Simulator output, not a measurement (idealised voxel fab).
process module | voxel ribs on slabs
cross-section cut | 295 nm wide | cells 5 nm
A cross-section is a grid of square cells, given in bands from the top down. A band is one or more rows of cells.
Each band's line starts with the height of the band's top and of its bottom, in nm. Then come its materials from left to right, each with its width in nm. One material with "throughout" fills the band from edge to edge. "air" is empty space.
Height 0 is the level under which the wafer as received is all one material. The lowest band goes on downwards, as in "0 down".
A width such as "30 to 40" changes by the same amount from each row of cells to the next, from the band's top row to its bottom row.
"no change" after a step means that no cell of the cross-section changed.
closed voids: empty space of 8 cells or more with no open way to the top, each as width x height at its distance from the left edge, in nm
after a step's settings: what the simulator itself notes on the step
overlay nm, on a step with a mask: how far to the right of its planned place the mask lay; to the left if negative
plan
1 op RECEIVE | material Si
2 op DIRECTIONAL_DEP | material SiO2 | thk nm 30
3 op DIRECTIONAL_DEP | material SiN | thk nm 25
4 op DIRECTIONAL_DEP | material aC | thk nm 15
5 op PATTERN | tone cover | mask id RIB | material resist | width nm 15 | thk nm 30 | overlay nm 0
6 op DIRECTIONAL_ETCH | etch materials aC | depth nm 15
7 op STRIP | etch materials resist
8 op DIRECTIONAL_ETCH | etch materials SiN | depth nm 20
9 op STRIP | etch materials aC
10 op MASKED_ETCH | tone cover | mask id SLAB | width nm 55 | etch materials SiN | depth nm 5 | overlay nm 0
11 op FILL_DEP | material SiO2 | thk nm 30
12 op CMP | height nm 75
13 op DIRECTIONAL_DEP | material W | thk nm 5
14 op DIRECTIONAL_DEP | material aC | thk nm 15
15 op PATTERN | tone cover | mask id HEATER | material resist | width nm 25 | thk nm 30 | overlay nm 0
16 op DIRECTIONAL_ETCH | etch materials aC | depth nm 15
17 op STRIP | etch materials resist
18 op DIRECTIONAL_ETCH | etch materials W | depth nm 5
19 op STRIP | etch materials aC
20 op CONFORMAL_DEP | material SiN | thk nm 5
first wafer, as planned
as received, after step 1
  0 down: Si throughout
  closed voids: none
after step 2
  30 to 0: SiO2 throughout
  below 0: unchanged
after step 3
  55 to 30: SiN throughout
  below 30: unchanged
after step 4
  70 to 55: aC throughout
  below 55: unchanged
after step 5
  100 to 70: air 140 | resist 15 | air 140
  below 70: unchanged
after step 6
  85 to 70: air 140 | resist 15 | air 140
  70 to 55: air 140 | aC 15 | air 140
  below 55: unchanged
after step 7
  70 to 55: air 140 | aC 15 | air 140
  below 55: unchanged
after step 8
  70 to 55: air 140 | aC 15 | air 140
  55 to 35: air 140 | SiN 15 | air 140
  below 35: unchanged
after step 9
  55 to 35: air 140 | SiN 15 | air 140
  below 35: unchanged
after step 10
  55 to 35: air 140 | SiN 15 | air 140
  35 to 30: air 120 | SiN 55 | air 120
  below 30: unchanged
after step 11
  85 to 55: SiO2 throughout
  55 to 35: SiO2 140 | SiN 15 | SiO2 140
  35 to 30: SiO2 120 | SiN 55 | SiO2 120
  below 30: unchanged
after step 12
  75 to 55: SiO2 throughout
  below 55: unchanged
after step 13
  80 to 75: W throughout
  below 75: unchanged
after step 14
  95 to 80: aC throughout
  below 80: unchanged
after step 15
  125 to 95: air 135 | resist 25 | air 135
  below 95: unchanged
after step 16
  110 to 95: air 135 | resist 25 | air 135
  95 to 80: air 135 | aC 25 | air 135
  below 80: unchanged
after step 17
  95 to 80: air 135 | aC 25 | air 135
  below 80: unchanged
after step 18
  95 to 80: air 135 | aC 25 | air 135
  80 to 75: air 135 | W 25 | air 135
  below 75: unchanged
after step 19
  80 to 75: air 135 | W 25 | air 135
  below 75: unchanged
after step 20
  85 to 80: air 130 | SiN 35 | air 130
  80 to 75: SiN 135 | W 25 | SiN 135
  below 75: unchanged
second wafer: like start, like plan, one mistake. Through step 12 it matches the first wafer
when step 13 should have ended
  80 to 55: SiO2 throughout
  below 55: unchanged
when step 14 should have ended
  95 to 80: aC throughout
  below 80: unchanged
when step 15 should have ended
  125 to 95: air 135 | resist 25 | air 135
  below 95: unchanged
when step 16 should have ended
  110 to 95: air 135 | resist 25 | air 135
  95 to 80: air 135 | aC 25 | air 135
  below 80: unchanged
when step 17 should have ended
  95 to 80: air 135 | aC 25 | air 135
  below 80: unchanged
when step 18 should have ended: no change
when step 19 should have ended
  80 to 55: SiO2 throughout
  below 55: unchanged
when step 20 should have ended
  85 to 80: SiN throughout
  below 80: unchanged
what went wrong: step 13 ran as: op DIRECTIONAL_DEP | material SiO2 | thk nm 5
at the end the second wafer has, in cells: 2 fewer of SiN | 59 more of SiO2 | 5 fewer of W
